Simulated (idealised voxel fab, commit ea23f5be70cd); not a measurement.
Proc. module: voxel gate over fins
Square cells of 5 nm make up the cross-section cut, whose width is 235 nm.
If you're reading a cross-section in this doc, picture square cells in a grid; it comes to you as bands, top ones listed first down to the bottom, and a band can be one or more rows of cells.
Per band: top height and bottom height in nm, followed by the left-to-right materials and their widths in nm; "all across" marks a single material spanning edge to edge, "blank" marks empty space.
All heights in this document are referenced to 0, defined as the level beneath which the wafer, as received, consists entirely of one material. The lowest band is not bounded below; it extends indefinitely downward and is written in the form "top 0, no bottom".
A width given as "30 to 40" starts at the first number in the band's top row and ends at the second number in its bottom row, shifting by an equal amount at every step from row to row.
A step reported as "no modifications" is a step in which no cell of the cross-section changed.
Reported under the label "Sealed void inventory" are the empty spaces having no open way to the top and comprising 8 cells or more; the notation for each is width x height at distance, in which the distance is measured from the left edge and all three values are in nm.
Where a step's line continues beyond its settings, the continuation is a remark by the simulator itself on that step.
You can add "overlay nm" to a step's line. For a step with a mask, it describes how far the mask lay to the right of its planned position, and a negative number describes a lay to the left.

THIS SECTION LISTS THE PROCESS STEPS THAT WERE PLANNED
1. RECEIVE: material Si
2. CONFORMAL_DEP: material SiN, thk nm 5
3. PATTERN: tone cover, mask id FINS, material resist, width nm 15, pitch nm 40, thk nm 15, overlay nm -15
4. DIRECTIONAL_ETCH: etch materials SiN, depth nm 5
5. DIRECTIONAL_ETCH: etch materials Si, depth nm 35
6. STRIP: etch materials resist
7. OXIDIZE: depth nm 5
8. FILL_DEP: material SiO2, thk nm 10
9. CMP: height nm 5
10. SELECTIVE_ETCH: etch materials SiO2, depth nm 15
11. STRIP: etch materials SiN
12. CONFORMAL_DEP: material HfO2, thk nm 5
13. CONFORMAL_DEP: material TiN, thk nm 5
14. CONFORMAL_DEP: material TiAl, thk nm 5
15. CONFORMAL_DEP: material TiN, thk nm 5
16. FILL_DEP: material W, thk nm 10
17. CMP: height nm 25
18. CONFORMAL_DEP: material SiCN, thk nm 5
It is noted that the wafers described herein are identical at the outset and are distinguished by the overlay nm of step 3; the value stated in the plan corresponds to the first wafer.

CROSS-SECTION OF THE FIRST INCOMING WAFER OF SEVERAL, STATE AFTER STEP 1
    top 0, no bottom | Si all across
    Sealed void inventory: none

AT THE END OF THE MODULE, AFTER ITS LAST STEP, STEP 18, THE FIRST OF SEVERAL WAFERS APPEARS IN CROSS-SECTION AS FOLLOWS
    top 30, bottom 25 | SiCN all across
    top 25, bottom 20 | W all across
    top 20, bottom 15 | 60 W, then 85 TiN, then 90 W
    top 15, bottom 10 | 60 W, then 5 TiN, then 35 TiAl, then 5 TiN, then 35 TiAl, then 5 TiN, then 90 W
    top 10, bottom 5 | 65 TiN, then 5 TiAl, then 25 TiN, then 5 TiAl, then 5 TiN, then 5 TiAl, then 25 TiN, then 5 TiAl, then 95 TiN
    top 5, bottom 0 | 70 TiAl, then 5 TiN, then 15 HfO2, then 5 TiN, then 15 TiAl, then 5 TiN, then 15 HfO2, then 5 TiN, then 100 TiAl
    top 0, bottom -5 | 75 TiN, then 5 HfO2, then 5 Si, then 5 HfO2, then 25 TiN, then 5 HfO2, then 5 Si, then 5 HfO2, then 105 TiN
    top -5, bottom -10 | 80 HfO2, then 5 Si, then 35 HfO2, then 5 Si, then 110 HfO2
    top -10, bottom -40 | 80 SiO2, then 5 Si, then 35 SiO2, then 5 Si, then 110 SiO2
    top -40, no bottom | Si all across
    Sealed void inventory: none

CROSS-SECTIONAL VIEW, END OF MODULE, LAST WAFER OF SEVERAL
    top 30, bottom 25 | SiCN all across
    top 25, bottom 20 | W all across
    top 20, bottom 15 | 90 W, then 85 TiN, then 60 W
    top 15, bottom 10 | 90 W, then 5 TiN, then 35 TiAl, then 5 TiN, then 35 TiAl, then 5 TiN, then 60 W
    top 10, bottom 5 | 95 TiN, then 5 TiAl, then 25 TiN, then 5 TiAl, then 5 TiN, then 5 TiAl, then 25 TiN, then 5 TiAl, then 65 TiN
    top 5, bottom 0 | 100 TiAl, then 5 TiN, then 15 HfO2, then 5 TiN, then 15 TiAl, then 5 TiN, then 15 HfO2, then 5 TiN, then 70 TiAl
    top 0, bottom -5 | 105 TiN, then 5 HfO2, then 5 Si, then 5 HfO2, then 25 TiN, then 5 HfO2, then 5 Si, then 5 HfO2, then 75 TiN
    top -5, bottom -10 | 110 HfO2, then 5 Si, then 35 HfO2, then 5 Si, then 80 HfO2
    top -10, bottom -40 | 110 SiO2, then 5 Si, then 35 SiO2, then 5 Si, then 80 SiO2
    top -40, no bottom | Si all across
    Sealed void inventory: none

EACH ROW BELOW IS A WAFER AT THE END OF THE MODULE, LISTING FOR EVERY MATERIAL THE NUMBER OF CELLS IT HAS GAINED (+) OR LOST (-) SINCE IT WAS RECEIVED, FOLLOWED BY ITS CLOSED VOIDS
overlay nm -15, +55 HfO2, -360 Si, +47 SiCN, +270 SiO2, +55 TiAl, +108 TiN, +107 W, Sealed void inventory: none
overlay nm -10, +55 HfO2, -360 Si, +47 SiCN, +270 SiO2, +55 TiAl, +108 TiN, +107 W, Sealed void inventory: none
overlay nm -5, +55 HfO2, -360 Si, +47 SiCN, +270 SiO2, +55 TiAl, +108 TiN, +107 W, Sealed void inventory: none
overlay nm 0, +55 HfO2, -360 Si, +47 SiCN, +270 SiO2, +55 TiAl, +108 TiN, +107 W, Sealed void inventory: none
overlay nm 5, +55 HfO2, -360 Si, +47 SiCN, +270 SiO2, +55 TiAl, +108 TiN, +107 W, Sealed void inventory: none
overlay nm 10, +55 HfO2, -360 Si, +47 SiCN, +270 SiO2, +55 TiAl, +108 TiN, +107 W, Sealed void inventory: none
overlay nm 15, +55 HfO2, -360 Si, +47 SiCN, +270 SiO2, +55 TiAl, +108 TiN, +107 W, Sealed void inventory: none
